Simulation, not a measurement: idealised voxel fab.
Module name: voxel double patterning (process module)
Cross-section cut: width 240 nm, square cells of 5 nm.
Cross-section, as written here: a square-cell grid given band by band from the top down, where a band holds one or more rows of cells.
Band: top and bottom heights (nm) first, top before bottom; then materials from left to right, widths in nm. "edge to edge" marks a sole material filling the band edge to edge. "empty" denotes empty space.
Ref level 0: as-received wafer is one material below here. Bottom band extends down with no lower bound ("0 nm and below").
Per-row width for "30->40": begins at first number (top row of band), ends at second number (bottom row), increment between rows held constant.
For the purposes of this document, the phrase "remained the same" attached to a step denotes that no cell within the cross-section was modified by that step.
"Voids, sealed" contains a list of empty spaces, each no smaller than 8 cells and without an open way to the top, written in the form width x height at distance with the distance from the left edge and all three in nm.
Anything after a step's settings on that line? It's the simulator's own note about the step.
overlay nm: on a step with a mask, how far right of its planned place the mask lay; negative means left.
## So here's the lineup of process steps we planned
- 1: RECEIVE,material Si
- 2: CONFORMAL_DEP,material SiO2,thk nm 5
- 3: DIRECTIONAL_DEP,material TiN,thk nm 20
- 4: DIRECTIONAL_DEP,material SiCN,thk nm 10
- 5: DIRECTIONAL_DEP,material aC,thk nm 10
- 6: PATTERN,tone open,mask id FIRST,material resist,width nm 15,pitch nm 50,thk nm 25,overlay nm 0
- 7: DIRECTIONAL_ETCH,etch materials aC,depth nm 10
- 8: STRIP,etch materials resist
- 9: DIRECTIONAL_ETCH,etch materials SiCN,depth nm 10
- 10: STRIP,etch materials aC
- 11: PATTERN,tone open,mask id SECOND,material resist,width nm 15,pitch nm 50,thk nm 20,overlay nm 0
- 12: DIRECTIONAL_ETCH,etch materials SiCN,depth nm 10
- 13: STRIP,etch materials resist
- 14: DIRECTIONAL_ETCH,etch materials TiN,depth nm 20
- 15: STRIP,etch materials SiCN
## Here's what the wafer looked like in cross-section when it arrived - that's after step 1
0 nm and below = Si edge to edge
Voids, sealed: none
## End-of-module cross-section. Starting structure and process plan as above; one mistake made in running it
25 nm to 20 nm = SiO2 edge to edge
20 nm to 0 nm = TiN edge to edge
0 nm and below = Si edge to edge
Voids, sealed: none
Run error: it was found that steps 2 and 3 of the process plan had been performed in exchanged positions
